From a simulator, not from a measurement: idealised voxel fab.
The document below concerns the process module designated voxel tone inversion.
Shown is cross-section cut, with a width of 205 nm and square cells of size 5 nm.
Think of the cross-section as a grid of square cells. We describe it in bands, top to bottom, and each band covers one or more rows of those cells. For a band, the entry starts with two heights in nm, that of the top and then that of the bottom, and carries on with the band's materials in order from left to right, each alongside its width in nm; the word "edge to edge" beside a single material means it fills the band edge to edge, and "air" means empty space. A quick word on heights: they are counted from 0, and under that level the wafer as it came to us is one material throughout. The lowest band is different from the rest in having no bottom; it simply continues downward, written as in "0..down". Graded width ("30->40"): value in top row of band = first number; value in bottom row = second number; row-to-row change constant. Basically "all unchanged" means that step didn't change any cell in the cross-section. Closed-off voids of 8+ cells (no open route to the top) go in "Closed void list", written width x height at distance from the left edge, in nm. On a step's line, text after the settings is the simulator commenting on that step. overlay nm: mask right of planned place by this much (step with mask). Neg. = left.

This section lists the process steps that were planned
1,RECEIVE: material Si
2,CONFORMAL_DEP: material SiCN, thk nm 5
3,DIRECTIONAL_DEP: material aC, thk nm 25
4,PATTERN: tone cover, mask id POSTS, material resist, width nm 15, pitch nm 40, thk nm 35, overlay nm 0
5,DIRECTIONAL_ETCH: etch materials aC, depth nm 25
6,STRIP: etch materials resist
7,FILL_DEP: material lowk, thk nm 10
8,CMP: height nm 30
9,STRIP: etch materials aC
10,CONFORMAL_DEP: material TiN, thk nm 5
11,FILL_DEP: material Cu, thk nm 5
12,CMP: height nm 30
13,CONFORMAL_DEP: material SiN, thk nm 5
Split variable: width nm, step 4. Plan value = first wafer. Wafers start alike.

First wafer of several, as received: cross-section after step 1
    0..down  Si edge to edge
    Closed void list: none

What follows is a table in which each wafer occupies a row; for the wafer as it stands at the close of the module, the row states, material by material, how many cells have been gained (+) or lost (-) since receipt, and then gives its closed voids
width nm 15; +16 Cu; +41 SiCN; +41 SiN; +44 TiN; +145 lowk; Closed void list: none
width nm 20; +32 Cu; +41 SiCN; +41 SiN; +48 TiN; +125 lowk; Closed void list: none
width nm 25; +48 Cu; +41 SiCN; +41 SiN; +52 TiN; +105 lowk; Closed void list: none
